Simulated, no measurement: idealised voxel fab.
voxel ribs on slabs: a process module
Each square cell in cross-section cut measures 5 nm, and the section as a whole is 155 nm wide.
In what follows, cross-sections appear as grids of square cells, described through bands that run from the top down, where every band is one or more rows of cells.
Top height, bottom height, nm. Materials left to right, width each, nm. Single material + "everywhere" = fills band edge to edge. "empty" = empty.
Beneath 0, the wafer as received is one material, and that level is where height counting begins. The lowest band goes on downward without a bottom; it is written like "z 0 and below".
The expression "30..40" gives the width at the extremes of the band, the first number at its top row of cells and the second at its bottom row, with the width changing by equal amounts from each row to the next in between.
When a step is marked "identical to before", none of the cells in the cross-section changed during that step.
Basically, "Enclosed cavity list" tells you about the enclosed voids: empty spaces with no open way to the top, 8 cells or bigger, each written width x height at distance, where distance is from the left edge, all in nm.
On a step's line, text after the settings is the simulator commenting on that step.
Among the settings permitted on a step's line is "overlay nm"; applied to a step with a mask, it specifies the extent to which the mask lay to the right of its planned position, whereas a negative figure signifies a position to the left.
Process steps - plan:
1: op RECEIVE | material Si
2: op DIRECTIONAL_DEP | material SiO2 | thk nm 25
3: op DIRECTIONAL_DEP | material SiN | thk nm 20
4: op DIRECTIONAL_DEP | material aC | thk nm 15
5: op PATTERN | tone cover | mask id RIB | material resist | width nm 30 | thk nm 35 | overlay nm 0
6: op DIRECTIONAL_ETCH | etch materials aC | depth nm 15
7: op STRIP | etch materials resist
8: op DIRECTIONAL_ETCH | etch materials SiN | depth nm 10
9: op STRIP | etch materials aC
10: op DIRECTIONAL_DEP | material aC | thk nm 15
11: op PATTERN | tone cover | mask id SLAB | material resist | width nm 60 | thk nm 30 | overlay nm 0
12: op DIRECTIONAL_ETCH | etch materials aC | depth nm 15
13: op STRIP | etch materials resist
14: op DIRECTIONAL_ETCH | etch materials SiN | depth nm 10
15: op STRIP | etch materials aC
16: op FILL_DEP | material SiO2 | thk nm 20
17: op CMP | height nm 55
18: op DIRECTIONAL_DEP | material TiN | thk nm 10
19: op PATTERN | tone cover | mask id HEATER | material resist | width nm 40 | thk nm 20 | overlay nm 0
20: op DIRECTIONAL_ETCH | etch materials TiN | depth nm 10
21: op STRIP | etch materials resist
22: op CONFORMAL_DEP | material SiN | thk nm 5
Wafer at receipt (post step 1), cross-section:
> z 0 and below: Si everywhere
> Enclosed cavity list: none
Starting wafer: above. Plan: above. Run: one mistake. Cross-section after the module: below:
> z 70 to 65: 50 of empty; 50 of SiN; 55 of empty
> z 65 to 60: 50 of empty; 5 of SiN; 40 of TiN; 5 of SiN; 55 of empty
> z 60 to 55: 55 of SiN; 40 of TiN; 60 of SiN
> z 55 to 20: SiO2 everywhere
> z 20 to 0: SiN everywhere
> z 0 and below: Si everywhere
> Enclosed cavity list: none
Deviation noted in wafer processing: steps 2 and 3 were swapped
